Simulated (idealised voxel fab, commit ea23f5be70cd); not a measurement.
The following process module bears the name voxel self aligned vias.
The width of the displayed cross-section, cut, is 250 nm; its cells are square, with a size of 5 nm.
Cross-section, as written here: a square-cell grid given band by band from the top down, where a band holds one or more rows of cells.
Within each band entry, the heights of the top and of the bottom of the band appear first, in that order and in nm; the materials of the band then follow from left to right, each with its corresponding width in nm. The designation "edge to edge" on a single material indicates that it fills the band from edge to edge; the designation "air" indicates empty space.
Heights from 0 (as-received wafer is one material below). Bottom band endless downward, as "z 0 and below".
The width entry "30..40" should be interpreted row by row: the top row of cells in the band takes the first number, the bottom row takes the second number, and the change between adjacent rows is uniform throughout.
"remains unaltered", as given for a step, is the statement that not any cell of the cross-section underwent a change during that step.
Entry "Enclosed void entries". Content: empty spaces with no open connection to the top, size 8 cells or greater. Each: width x height at distance. Distance: from left edge. Unit: nm.
Step line, after settings: the simulator's comment on this step.
overlay nm: step with mask; distance mask lay right of planned place; negative value = left of planned place.
**Process steps foreseen in the plan**
1: RECEIVE (material Si)
2: CONFORMAL_DEP (material SiO2; thk nm 15)
3: CONFORMAL_DEP (material SiCN; thk nm 5)
4: DIRECTIONAL_DEP (material SiO2; thk nm 25)
5: MASKED_ETCH (tone open; mask id LINES; width nm 25; pitch nm 65; etch materials SiO2; depth nm 25; overlay nm 0)
6: CONFORMAL_DEP (material TiN; thk nm 5)
7: FILL_DEP (material W; thk nm 5)
8: CMP (height nm 45)
9: SELECTIVE_ETCH (etch materials W Ru TiN; depth nm 10)
10: FILL_DEP (material SiN; thk nm 10)
11: CMP (height nm 45)
12: DIRECTIONAL_DEP (material SiO2; thk nm 20)
13: MASKED_ETCH (tone open; mask id VIAS; width nm 35; pitch nm 65; etch materials SiO2; depth nm 20; overlay nm 0)
14: MASKED_ETCH (tone open; mask id VIAS; width nm 35; pitch nm 65; etch materials SiN; depth nm 10; overlay nm 0)
15: CONFORMAL_DEP (material TiN; thk nm 5)
16: FILL_DEP (material W; thk nm 10)
17: CMP (height nm 65)
18: CONFORMAL_DEP (material SiN; thk nm 5)
**As received (post step 1): cross-section**
    z 0 and below | Si edge to edge
    Enclosed void entries: none
**End state of the module in cross-section, given the above starting point and plan and one mistake in execution**
    z 70 to 65 | SiN edge to edge
    z 65 to 50 | SiO2 (75)  TiN (5)  W (25)  TiN (5)  SiO2 (30)  TiN (5)  W (25)  TiN (5)  SiO2 (75)
    z 50 to 40 | SiO2 (75..80)  TiN (10..5)  W (15)  TiN (10..5)  SiO2 (30..40)  TiN (10..5)  W (15)  TiN (10..5)  SiO2 (75..80)
    z 40 to 35 | SiO2 (80)  TiN (25)  SiO2 (40)  TiN (25)  SiO2 (80)
    z 35 to 30 | SiCN edge to edge
    z 30 to 0 | SiO2 edge to edge
    z 0 and below | Si edge to edge
    Enclosed void entries: none
What broke from the plan during processing? twice over, step 2 of the plan was run
